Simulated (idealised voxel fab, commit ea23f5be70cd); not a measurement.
Documented hereafter: the process module known as voxel capacitor over wiring.
Cross-section cut spans 235 nm and uses square cells 5 nm in size.
The cross-sections in this document take the form of a grid made of square cells. They are written out as bands, in order from top to bottom. Each band consists of one or more rows of cells.
Look at the band entry: it leads with the top's height and the bottom's height in nm. Then it lists the materials left to right, with a width in nm for each. The word "edge to edge" on a single material says that material fills the band edge to edge. The word "empty" is empty space.
Beneath 0, the wafer as received is one material, and that level is where height counting begins. The lowest band goes on downward without a bottom; it is written like "0 and below".
When a width is written as two numbers, as in "30->40", the first number is the width in the top row of cells of the band and the second is the width in its bottom row, and the width changes by the same amount from each row to the next.
No cell of the cross-section changed in a step that is given as "nothing changed".
"Enclosed internal cavities" means: voids of 8 cells or more that are shut off from the top with no open way through. Written width x height at distance, distance from the left edge, in nm.
On each step's line, the part that comes after the settings is the simulator's own comment on the step.
overlay nm: on a step with a mask, how far right of its planned place the mask lay; negative means left.
**The following list gives the planned process steps**
- 1: RECEIVE (material Si)
- 2: CONFORMAL_DEP (material SiO2; thk nm 5)
- 3: CONFORMAL_DEP (material SiCN; thk nm 5)
- 4: DIRECTIONAL_DEP (material SiO2; thk nm 15)
- 5: DIRECTIONAL_DEP (material aC; thk nm 10)
- 6: PATTERN (tone open; mask id METAL_1; material resist; width nm 30; pitch nm 95; thk nm 25; overlay nm 0)
- 7: DIRECTIONAL_ETCH (etch materials aC; depth nm 10)
- 8: STRIP (etch materials resist)
- 9: DIRECTIONAL_ETCH (etch materials SiO2; depth nm 15)
- 10: DIRECTIONAL_ETCH (etch materials SiCN; depth nm 5)
- 11: STRIP (etch materials aC)
- 12: CONFORMAL_DEP (material TiN; thk nm 5)
- 13: FILL_DEP (material Cu; thk nm 5)
- 14: CMP (height nm 35)
- 15: CONFORMAL_DEP (material SiCN; thk nm 5)
- 16: DIRECTIONAL_DEP (material SiO2; thk nm 15)
- 17: MASKED_ETCH (tone open; mask id PLUG_1; width nm 15; etch materials SiO2; depth nm 15; overlay nm 0)
- 18: MASKED_ETCH (tone open; mask id PLUG_1; width nm 15; etch materials SiCN; depth nm 5; overlay nm 0)
- 19: CONFORMAL_DEP (material TiN; thk nm 5)
- 20: FILL_DEP (material Cu; thk nm 10)
- 21: CMP (height nm 55)
- 22: DIRECTIONAL_DEP (material TiN; thk nm 10)
- 23: DIRECTIONAL_DEP (material SiN; thk nm 5)
- 24: DIRECTIONAL_DEP (material TiN; thk nm 5)
- 25: PATTERN (tone cover; mask id UPPER_PLATE; material resist; width nm 70; thk nm 20; overlay nm 0)
- 26: DIRECTIONAL_ETCH (etch materials TiN; depth nm 5)
- 27: DIRECTIONAL_ETCH (etch materials SiN; depth nm 5)
- 28: STRIP (etch materials resist)
- 29: PATTERN (tone cover; mask id LOWER_PLATE; material resist; width nm 80; thk nm 20; overlay nm 0)
- 30: DIRECTIONAL_ETCH (etch materials TiN; depth nm 10)
- 31: STRIP (etch materials resist)
- 32: FILL_DEP (material SiO2; thk nm 20)
- 33: CMP (height nm 90)
- 34: DIRECTIONAL_DEP (material aC; thk nm 10)
- 35: PATTERN (tone open; mask id PLUG_2; material resist; width nm 15; thk nm 30; overlay nm 0)
- 36: DIRECTIONAL_ETCH (etch materials aC; depth nm 10)
- 37: STRIP (etch materials resist)
- 38: DIRECTIONAL_ETCH (etch materials SiO2; depth nm 15)
- 39: STRIP (etch materials aC)
- 40: CONFORMAL_DEP (material TiN; thk nm 5)
- 41: FILL_DEP (material Ru; thk nm 10)
- 42: CMP (height nm 90)
- 43: CONFORMAL_DEP (material SiCN; thk nm 5)
Every wafer here starts from the same state; it is the step 2 thk nm that distinguishes them, and the value the plan gives belongs to the first wafer.
**Cross-sectional view of the first of several wafers in the as-received condition, corresponding to the state following step 1**
0 and below | Si edge to edge
Enclosed internal cavities: none
**Cross-section, first of several wafers, end of module, after last step 43**
95 down to 90 | SiCN edge to edge
90 down to 80 | SiO2 80  TiN 5  Ru 5  TiN 5  SiO2 140
80 down to 70 | SiO2 80->70  TiN 15->70  SiO2 140->95
70 down to 65 | SiO2 70  SiN 70  SiO2 95
65 down to 55 | SiO2 65  TiN 80  SiO2 90
55 down to 40 | SiO2 70  TiN 5  Cu 5  TiN 5  SiO2 150
40 down to 35 | SiCN 70  TiN 15  SiCN 150
35 down to 30 | Cu edge to edge
30 down to 25 | TiN 60  Cu 20  TiN 75  Cu 20  TiN 60
25 down to 10 | SiO2 55  TiN 5  Cu 20  TiN 5  SiO2 65  TiN 5  Cu 20  TiN 5  SiO2 55
10 down to 5 | SiCN 55  TiN 30  SiCN 65  TiN 30  SiCN 55
5 down to 0 | SiO2 edge to edge
0 and below | Si edge to edge
Enclosed internal cavities: none
**Last wafer, end of module, cross-section**
95 down to 90 | SiCN edge to edge
90 down to 80 | SiO2 80  TiN 5  Ru 5  TiN 5  SiO2 140
80 down to 70 | SiO2 80->70  TiN 15->70  SiO2 140->95
70 down to 65 | SiO2 70  SiN 70  SiO2 95
65 down to 55 | SiO2 65  TiN 80  SiO2 90
55 down to 40 | SiO2 70  TiN 5  Cu 5  TiN 5  SiO2 150
40 down to 35 | SiCN 70  TiN 15  SiCN 150
35 down to 30 | SiCN 55  TiN 30  SiCN 65  TiN 30  SiCN 55
30 down to 0 | SiO2 edge to edge
0 and below | Si edge to edge
Enclosed internal cavities: none
**Gained (+) or lost (-) cells of each material since receipt, then closed voids: one row per wafer, at the end of the module**
thk nm 5, +82 Cu, +2 Ru, +126 SiCN, +14 SiN, +544 SiO2, +125 TiN, Enclosed internal cavities: none
thk nm 10, +35 Cu, +2 Ru, +126 SiCN, +14 SiN, +591 SiO2, +125 TiN, Enclosed internal cavities: none
thk nm 15, +27 Cu, +2 Ru, +126 SiCN, +14 SiN, +638 SiO2, +86 TiN, Enclosed internal cavities: none
thk nm 20, +19 Cu, +2 Ru, +126 SiCN, +14 SiN, +650 SiO2, +82 TiN, Enclosed internal cavities: none
thk nm 25, +11 Cu, +2 Ru, +126 SiCN, +14 SiN, +662 SiO2, +78 TiN, Enclosed internal cavities: none
thk nm 30, +3 Cu, +2 Ru, +126 SiCN, +14 SiN, +674 SiO2, +74 TiN, Enclosed internal cavities: none
